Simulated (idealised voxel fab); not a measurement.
Name of the process module below: voxel wiring stack
We display cut, a cross-section 300 nm in width whose square cells are each 5 nm.
A cross-section in this document is a grid of square cells, and it is written down as bands, the top band listed before the ones below it; a band is made up of one or more rows of cells.
This entry defines a band. It first specifies the height of the band's top and the height of its bottom in nm, and then specifies the band's materials from left to right, stating each material with its width in nm. The word "full width" identifies a single material that fills the band from edge to edge, while the word "empty" identifies empty space.
The level at which height equals 0 is the one under which the wafer, as it arrives, is entirely one material. No lower edge exists for the bottom band, which continues downward and is notated as in "0 down".
Per-row width for "30 to 40": begins at first number (top row of band), ends at second number (bottom row), increment between rows held constant.
No cell of the cross-section changed in a step that is given as "remained unchanged".
Entry "Trapped void list". Content: empty spaces with no open connection to the top, size 8 cells or greater. Each: width x height at distance. Distance: from left edge. Unit: nm.
That trailing text on a step's line, after the settings, is the simulator's own remark on the step.
overlay nm: on a step with a mask, how far right of its planned place the mask lay; negative means left.
Intended process steps:
1) RECEIVE [material Si]
2) CONFORMAL_DEP [material SiO2] [thk nm 10]
3) DIRECTIONAL_DEP [material TiN] [thk nm 5]
4) DIRECTIONAL_DEP [material W] [thk nm 25]
5) MASKED_ETCH [tone cover] [mask id METAL_1] [width nm 25] [pitch nm 45] [etch materials W] [depth nm 25] [overlay nm 0]
6) MASKED_ETCH [tone cover] [mask id METAL_1] [width nm 25] [pitch nm 45] [etch materials TiN] [depth nm 5] [overlay nm -15]
7) FILL_DEP [material lowk] [thk nm 10]
8) CMP [height nm 40]
9) CONFORMAL_DEP [material SiCN] [thk nm 5]
10) DIRECTIONAL_DEP [material lowk] [thk nm 20]
11) MASKED_ETCH [tone open] [mask id PLUG_1] [width nm 15] [pitch nm 45] [etch materials lowk] [depth nm 20] [overlay nm 0]
12) MASKED_ETCH [tone open] [mask id PLUG_1] [width nm 15] [pitch nm 45] [etch materials SiCN] [depth nm 5] [overlay nm 0]
13) CONFORMAL_DEP [material TiN] [thk nm 5]
14) FILL_DEP [material W] [thk nm 5]
15) CMP [height nm 65]
16) CONFORMAL_DEP [material SiN] [thk nm 5]
17) DIRECTIONAL_DEP [material SiO2] [thk nm 20]
18) DIRECTIONAL_DEP [material aC] [thk nm 10]
19) PATTERN [tone open] [mask id METAL_2] [material resist] [width nm 25] [pitch nm 45] [thk nm 25] [overlay nm 0]
20) DIRECTIONAL_ETCH [etch materials aC] [depth nm 10]
21) STRIP [etch materials resist]
22) DIRECTIONAL_ETCH [etch materials SiO2] [depth nm 20]
23) DIRECTIONAL_ETCH [etch materials SiN] [depth nm 5]
24) STRIP [etch materials aC]
25) CONFORMAL_DEP [material TiN] [thk nm 5]
26) FILL_DEP [material Cu] [thk nm 5]
27) CMP [height nm 90]
28) CONFORMAL_DEP [material SiN] [thk nm 5]
Split variable: overlay nm, step 6. Plan value = first wafer. Wafers start alike.
The first of several wafers as received, shown in cross-section; this is its state after step 1:
  0 down | Si full width
  Trapped void list: none
Note: the following table is arranged by wafer, a row apiece. Each row reports the end-of-module state: per material, cells gained (+) or cells lost (-) compared with the wafer as received; closed voids follow:
overlay nm -15, +24 Cu, +54 SiCN, +110 SiN, +320 SiO2, +64 TiN, +58 W, +510 lowk, Trapped void list: none
overlay nm -10, +24 Cu, +54 SiCN, +110 SiN, +320 SiO2, +62 TiN, +58 W, +512 lowk, Trapped void list: none
overlay nm -5, +24 Cu, +54 SiCN, +110 SiN, +320 SiO2, +60 TiN, +58 W, +514 lowk, Trapped void list: none
overlay nm 0, +24 Cu, +54 SiCN, +110 SiN, +320 SiO2, +58 TiN, +58 W, +516 lowk, Trapped void list: none
overlay nm 5, +24 Cu, +54 SiCN, +110 SiN, +320 SiO2, +60 TiN, +58 W, +514 lowk, Trapped void list: none
overlay nm 10, +24 Cu, +54 SiCN, +110 SiN, +320 SiO2, +62 TiN, +58 W, +512 lowk, Trapped void list: none
overlay nm 15, +24 Cu, +54 SiCN, +110 SiN, +320 SiO2, +64 TiN, +58 W, +510 lowk, Trapped void list: none
